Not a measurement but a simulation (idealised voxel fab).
process module | voxel lift off
cross-section cut | 225 nm wide | cells 5 nm
A cross-section is a grid of square cells, given in bands from the top down. A band is one or more rows of cells.
Each band's line starts with the height of the band's top and of its bottom, in nm. Then come its materials from left to right, each with its width in nm. One material with "throughout" fills the band from edge to edge. "air" is empty space.
Height 0 is the level under which the wafer as received is all one material. The lowest band goes on downwards, as in "0 down".
A width such as "30 to 40" changes by the same amount from each row of cells to the next, from the band's top row to its bottom row.
"no change" after a step means that no cell of the cross-section changed.
closed voids: empty space of 8 cells or more with no open way to the top, each as width x height at its distance from the left edge, in nm
after a step's settings: what the simulator itself notes on the step
overlay nm, on a step with a mask: how far to the right of its planned place the mask lay; to the left if negative
plan
1 op RECEIVE | material Si
2 op CONFORMAL_DEP | material SiO2 | thk nm 10
3 op PATTERN | tone open | mask id LINES | material resist | width nm 20 | pitch nm 50 | thk nm 20 | overlay nm 0
4 op DIRECTIONAL_DEP | material Ru | thk nm 5
5 op STRIP | etch materials resist
6 op CONFORMAL_DEP | material SiO2 | thk nm 5
first wafer, as planned
as received, after step 1
  0 down: Si throughout
  closed voids: none
after step 2
  10 to 0: SiO2 throughout
  below 0: unchanged
after step 3
  30 to 10: resist 75 | air 20 | resist 30 | air 20 | resist 80
  below 10: unchanged
after step 4
  35 to 30: Ru 75 | air 20 | Ru 30 | air 20 | Ru 80
  30 to 15: resist 75 | air 20 | resist 30 | air 20 | resist 80
  15 to 10: resist 75 | Ru 20 | resist 30 | Ru 20 | resist 80
  below 10: unchanged
after step 5
  15 to 10: air 75 | Ru 20 | air 30 | Ru 20 | air 80
  below 10: unchanged
after step 6
  20 to 15: air 70 | SiO2 30 | air 20 | SiO2 30 | air 75
  15 to 10: SiO2 75 | Ru 20 | SiO2 30 | Ru 20 | SiO2 80
  below 10: unchanged
second wafer: like start, like plan, one mistake. Through step 2 it matches the first wafer
when step 3 should have ended
  30 to 10: resist 70 | air 30 | resist 20 | air 30 | resist 75
  below 10: unchanged
when step 4 should have ended
  35 to 30: Ru 70 | air 30 | Ru 20 | air 30 | Ru 75
  30 to 15: resist 70 | air 30 | resist 20 | air 30 | resist 75
  15 to 10: resist 70 | Ru 30 | resist 20 | Ru 30 | resist 75
  below 10: unchanged
when step 5 should have ended
  15 to 10: air 70 | Ru 30 | air 20 | Ru 30 | air 75
  below 10: unchanged
when step 6 should have ended
  20 to 15: air 65 | SiO2 40 | air 10 | SiO2 40 | air 70
  15 to 10: SiO2 70 | Ru 30 | SiO2 20 | Ru 30 | SiO2 75
  below 10: unchanged
what went wrong: step 3 ran as: op PATTERN | tone open | mask id LINES | material resist | width nm 30 | pitch nm 50 | thk nm 20 | overlay nm 0
at the end the second wafer has, in cells: 4 more of Ru
